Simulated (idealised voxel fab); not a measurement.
Proc. module: voxel fin reveal
The cross-section shown here is cut; it is 165 nm wide and divided into square cells measuring 5 nm on a side.
If you're reading a cross-section in this doc, picture square cells in a grid; it comes to you as bands, top ones listed first down to the bottom, and a band can be one or more rows of cells. For a band, the entry starts with two heights in nm, that of the top and then that of the bottom, and carries on with the band's materials in order from left to right, each alongside its width in nm; the word "edge to edge" beside a single material means it fills the band edge to edge, and "blank" means empty space. Convention: height 0 is the level below which the wafer, as received, is all one material. The lowest band does not terminate at the bottom but continues downward, represented as "0..down". The two numbers in a width such as "30 to 40" mark its ends across the band: the first belongs to the top row of cells, the second to the bottom row, and from each row to the next the width moves by the same amount. Take "remained the same" at face value: in the step it is given for, the cross-section changed in none of its cells. The entry titled "Closed void register" provides the empty spaces that have no open way to the top, restricted to those of 8 cells or more. Each is presented as width x height at distance, the distance being measured from the left edge, with all three in nm. Step line, after settings: the simulator's comment on this step. overlay nm: where the mask lay relative to plan, measured to the right, on steps with a mask; negatives go left.
INTENDED PROCESS STEPS
1: RECEIVE, material Si
2: CONFORMAL_DEP, material SiN, thk nm 5
3: MASKED_ETCH, tone cover, mask id FINS, width nm 15, pitch nm 40, etch materials SiN, depth nm 5, overlay nm 0
4: MASKED_ETCH, tone cover, mask id FINS, width nm 15, pitch nm 40, etch materials Si, depth nm 40, overlay nm -15
5: OXIDIZE, depth nm 5
6: FILL_DEP, material SiO2, thk nm 10
7: CMP, height nm 5
8: SELECTIVE_ETCH, etch materials SiO2, depth nm 25
9: STRIP, etch materials SiN
10: CONFORMAL_DEP, material SiO2, thk nm 5
Don't read the plan's overlay nm for step 4 as applying to every wafer: that's the first wafer's value, and the wafers differ in it, though they all start identical.
SECTIONAL VIEW: FIRST OF SEVERAL WAFERS, AS RECEIVED, AFTER STEP 1
> 0..down = Si edge to edge
> Closed void register: none
WHAT FOLLOWS IS A TABLE IN WHICH EACH WAFER OCCUPIES A ROW; FOR THE WAFER AS IT STANDS AT THE CLOSE OF THE MODULE, THE ROW STATES, MATERIAL BY MATERIAL, HOW MANY CELLS HAVE BEEN GAINED (+) OR LOST (-) SINCE RECEIPT, AND THEN GIVES ITS CLOSED VOIDS
overlay nm -15, -231 Si, +174 SiO2, Closed void register: none
overlay nm -10, -247 Si, +184 SiO2, Closed void register: none
overlay nm -5, -263 Si, +194 SiO2, Closed void register: none
overlay nm 0, -279 Si, +204 SiO2, Closed void register: none
overlay nm 5, -263 Si, +194 SiO2, Closed void register: none
overlay nm 10, -247 Si, +184 SiO2, Closed void register: none
overlay nm 15, -231 Si, +174 SiO2, Closed void register: none
